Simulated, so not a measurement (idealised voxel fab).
Herein follows the process module entitled voxel released beams.
Each square cell in cross-section cut measures 5 nm, and the section as a whole is 190 nm wide.
A cross-section is a grid of square cells, given in bands from the top down. A band is one or more rows of cells. Band entry format. Leading values: height of top, height of bottom, nm. Remainder: materials in left-to-right order, each with its width in nm. Special words: "all across" on a single material, which then fills the band edge to edge; "air", empty space. Basically, 0 is our baseline, since under it the wafer straight out of the box is all one material. The bottom band has no lower end and keeps on going down, so it looks like "from 0 down". Read "30->40" as a graded width: first number on top, second number at the bottom, same change between each pair of neighbouring rows. "nothing altered", as given for a step, is the statement that not any cell of the cross-section underwent a change during that step. Entry "Closed cavity list" = empty spaces >= 8 cells with no open way to the top; each as width x height at distance, distance from left edge, all nm. Past the settings on a step's line: simulator remark, on that step. For masked steps, "overlay nm" on the step line gives how far right of plan the mask actually lay; a minus sign means it lay to the left.
**The planned process steps are enumerated hereunder**
1 RECEIVE (material Si)
2 CONFORMAL_DEP (material SiN; thk nm 5)
3 DIRECTIONAL_DEP (material SiO2; thk nm 20)
4 PATTERN (tone open; mask id ANCHOR; material resist; width nm 45; thk nm 15; overlay nm 0)
5 DIRECTIONAL_ETCH (etch materials SiO2; depth nm 20)
6 STRIP (etch materials resist)
7 CONFORMAL_DEP (material TiN; thk nm 15)
8 PATTERN (tone cover; mask id BEAM; material resist; width nm 130; thk nm 15; overlay nm 0)
9 DIRECTIONAL_ETCH (etch materials TiN; depth nm 15)
10 STRIP (etch materials resist)
11 STRIP (etch materials SiO2)
**As-received state of the wafer in cross-section, equivalent to post-step 1**
    from 0 down: Si all across
    Closed cavity list: none
**Module complete, cross-section. Starting point and plan per above. One mistake made in running the module**
    from 55 to 40: air 25, then TiN 130, then air 35
    from 40 to 25: TiN all across
    from 25 to 5: SiO2 30, then TiN 45, then SiO2 115
    from 5 to 0: SiN all across
    from 0 down: Si all across
    Closed cavity list: none
The plan and the run diverged here: twice, step 7 of the plan was run
